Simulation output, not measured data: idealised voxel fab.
Documented hereafter: the process module known as voxel released beams.
FYI the section here is cut, 145 nm wide, cells are 5 nm squares.
Cross-section layout: square cells on a grid; listed as bands, top to bottom; a band spans one or more cell rows. Band: top height; bottom height; in nm. Then, left to right: material with width in nm, for each material. "everywhere": a single material spanning edge to edge. "blank": empty space. Heights are measured from 0, the level below which the as-received wafer is all one material; the lowest band has no bottom and continues downward, written as in "0 nm and below". Width "30->40": first value at the band's top row of cells, second value at its bottom row, equal change from row to row. No cell of the cross-section changed in a step that is given as "stayed the same". Basically, "Enclosed void catalog" tells you about the enclosed voids: empty spaces with no open way to the top, 8 cells or bigger, each written width x height at distance, where distance is from the left edge, all in nm. Anything after a step's settings on that line? It's the simulator's own note about the step. overlay nm: mask right of planned place by this much (step with mask). Neg. = left.
-- Below is the list of planned process steps
1 RECEIVE: material Si
2 CONFORMAL_DEP: material Al2O3, thk nm 5
3 DIRECTIONAL_DEP: material SiO2, thk nm 20
4 DIRECTIONAL_DEP: material aC, thk nm 10
5 PATTERN: tone open, mask id ANCHOR, material resist, width nm 25, thk nm 30, overlay nm 0
6 DIRECTIONAL_ETCH: etch materials aC, depth nm 10
7 STRIP: etch materials resist
8 DIRECTIONAL_ETCH: etch materials SiO2, depth nm 20
9 STRIP: etch materials aC
10 CONFORMAL_DEP: material polySi, thk nm 10
11 DIRECTIONAL_DEP: material aC, thk nm 15
12 PATTERN: tone cover, mask id BEAM, material resist, width nm 70, thk nm 30, overlay nm 0
13 DIRECTIONAL_ETCH: etch materials aC, depth nm 15
14 STRIP: etch materials resist
15 DIRECTIONAL_ETCH: etch materials polySi, depth nm 10
16 STRIP: etch materials aC
17 STRIP: etch materials SiO2
varied across the wafers: width nm of step 12. The plan shows the first wafer's value. All wafers start alike
-- Cross-section of the first of several wafers as received (after step 1)
> 0 nm and below: Si everywhere
> Enclosed void catalog: none
-- First wafer of several, cross-section, module end, after step 17 (last)
> 35 nm to 25 nm: 35 nm blank, 10 nm polySi, 5 nm blank, 55 nm polySi, 40 nm blank
> 25 nm to 15 nm: 35 nm blank, 10 nm polySi, 5 nm blank, 10 nm polySi, 85 nm blank
> 15 nm to 5 nm: 35 nm blank, 25 nm polySi, 85 nm blank
> 5 nm to 0 nm: Al2O3 everywhere
> 0 nm and below: Si everywhere
> Enclosed void catalog: none
-- Cross-section of the final wafer among several, taken at the end of the module
> 35 nm to 25 nm: 25 nm blank, 20 nm polySi, 5 nm blank, 70 nm polySi, 25 nm blank
> 25 nm to 15 nm: 35 nm blank, 10 nm polySi, 5 nm blank, 10 nm polySi, 85 nm blank
> 15 nm to 5 nm: 35 nm blank, 25 nm polySi, 85 nm blank
> 5 nm to 0 nm: Al2O3 everywhere
> 0 nm and below: Si everywhere
> Enclosed void catalog: none
-- Note: the following table is arranged by wafer, a row apiece. Each row reports the end-of-module state: per material, cells gained (+) or cells lost (-) compared with the wafer as received; closed voids follow
width nm 70 | +29 Al2O3 | +44 polySi | Enclosed void catalog: none
width nm 75 | +29 Al2O3 | +46 polySi | Enclosed void catalog: none
width nm 80 | +29 Al2O3 | +48 polySi | Enclosed void catalog: none
width nm 85 | +29 Al2O3 | +50 polySi | Enclosed void catalog: none
width nm 90 | +29 Al2O3 | +52 polySi | Enclosed void catalog: none
width nm 95 | +29 Al2O3 | +54 polySi | Enclosed void catalog: none
